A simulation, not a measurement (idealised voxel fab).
Herein follows the process module entitled voxel ribs on slabs.
Pictured: cross-section cut, 275 nm wide, on a grid of 5 nm square cells.
Cross-section, as written here: a square-cell grid given band by band from the top down, where a band holds one or more rows of cells. A band entry consists of two parts. The first gives the height of the band's top and the height of its bottom, in nm. The rest lists the band's materials from left to right, each with its width in nm. A single material labelled with the word "edge to edge" fills the band from edge to edge, and the word "empty" marks empty space. Height 0 is the level under which the wafer as received is all one material. The lowest band goes on downwards, as in "0 nm and below". It should be noted that a width expressed as "30..40" varies in equal increments from row to row of cells within the band, taking the value of the first number at the top row and that of the second number at the bottom row. Step note "all unchanged" = no cross-section cell changed. In "Closed void list" the enclosed voids are listed, meaning empty spaces of 8 cells or larger without any opening to the top. The form is width x height at distance, distance from the left edge, units nm. It should be noted that, on the line of a given step, the content following the step's settings is a remark produced by the simulator itself with respect to that step. "overlay nm", when on a step's line for a step with a mask, measures how far to the right of its planned place the mask lay; a negative measure means to the left.
### These are the steps we planned for the process
1. RECEIVE [material Si]
2. DIRECTIONAL_DEP [material SiO2] [thk nm 25]
3. DIRECTIONAL_DEP [material SiN] [thk nm 25]
4. PATTERN [tone cover] [mask id RIB] [material resist] [width nm 25] [thk nm 15] [overlay nm 0]
5. DIRECTIONAL_ETCH [etch materials SiN] [depth nm 20]
6. STRIP [etch materials resist]
7. MASKED_ETCH [tone cover] [mask id SLAB] [width nm 85] [etch materials SiN] [depth nm 5] [overlay nm 0]
8. FILL_DEP [material SiO2] [thk nm 25]
9. CMP [height nm 70]
10. DIRECTIONAL_DEP [material W] [thk nm 5]
11. MASKED_ETCH [tone cover] [mask id HEATER] [width nm 35] [etch materials W] [depth nm 5] [overlay nm 0]
12. CONFORMAL_DEP [material SiO2] [thk nm 10]
### Wafer, first of two, run as planned
### Received-state cross-section, reflecting completion of step 1
  0 nm and below  Si edge to edge
  Closed void list: none
### Cross-sectional representation of the wafer at the conclusion of step 2
  25 nm to 0 nm  SiO2 edge to edge
  Everything under 0 stays put, no change at all.
### Cross-sectional representation of the wafer at the conclusion of step 3
  50 nm to 25 nm  SiN edge to edge
  Everything under 25 stays put, no change at all.
### Cross-sectional representation of the wafer at the conclusion of step 4
  65 nm to 50 nm  125 empty  25 resist  125 empty
  Everything under 50 stays put, no change at all.
### Cross-sectional representation of the wafer at the conclusion of step 5
  65 nm to 50 nm  125 empty  25 resist  125 empty
  50 nm to 30 nm  125 empty  25 SiN  125 empty
  Everything under 30 stays put, no change at all.
### Cross-sectional representation of the wafer at the conclusion of step 6
  50 nm to 30 nm  125 empty  25 SiN  125 empty
  Everything under 30 stays put, no change at all.
### Cross-sectional representation of the wafer at the conclusion of step 7
  50 nm to 30 nm  125 empty  25 SiN  125 empty
  30 nm to 25 nm  95 empty  85 SiN  95 empty
  Everything under 25 stays put, no change at all.
### Cross-sectional representation of the wafer at the conclusion of step 8
  75 nm to 50 nm  SiO2 edge to edge
  50 nm to 30 nm  125 SiO2  25 SiN  125 SiO2
  30 nm to 25 nm  95 SiO2  85 SiN  95 SiO2
  Everything under 25 stays put, no change at all.
### Cross-sectional representation of the wafer at the conclusion of step 9
  70 nm to 50 nm  SiO2 edge to edge
  Everything under 50 stays put, no change at all.
### Cross-sectional representation of the wafer at the conclusion of step 10
  75 nm to 70 nm  W edge to edge
  Everything under 70 stays put, no change at all.
### Cross-sectional representation of the wafer at the conclusion of step 11
  75 nm to 70 nm  120 empty  35 W  120 empty
  Everything under 70 stays put, no change at all.
### Cross-sectional representation of the wafer at the conclusion of step 12
  85 nm to 80 nm  110 empty  55 SiO2  110 empty
  80 nm to 75 nm  SiO2 edge to edge
  75 nm to 70 nm  120 SiO2  35 W  120 SiO2
  Everything under 70 stays put, no change at all.
### The second wafer began exactly as the first did and followed the same plan, but one mistake was made while running it; through step 7 inclusive, the two wafers are identical
### Cross-sectional view of the second wafer at the intended end time of process step 8
  75 nm to 25 nm  SiN edge to edge
  Everything under 25 stays put, no change at all.
### Cross-sectional view of the second wafer at the intended end time of process step 9
  70 nm to 25 nm  SiN edge to edge
  Everything under 25 stays put, no change at all.
### Cross-sectional view of the second wafer at the intended end time of process step 10
  75 nm to 70 nm  W edge to edge
  Everything under 70 stays put, no change at all.
### Cross-sectional view of the second wafer at the intended end time of process step 11
  75 nm to 70 nm  120 empty  35 W  120 empty
  Everything under 70 stays put, no change at all.
### Cross-sectional view of the second wafer at the intended end time of process step 12
  85 nm to 80 nm  110 empty  55 SiO2  110 empty
  80 nm to 75 nm  SiO2 edge to edge
  75 nm to 70 nm  120 SiO2  35 W  120 SiO2
  Everything under 70 stays put, no change at all.
Deviation from plan: step 8 was run on a setting that differed from the plan, and what really ran there is FILL_DEP [material SiN] [thk nm 25]
Heads up, by the end the second wafer has more or fewer cells of some materials compared to the first: +458 SiN | -458 SiO2
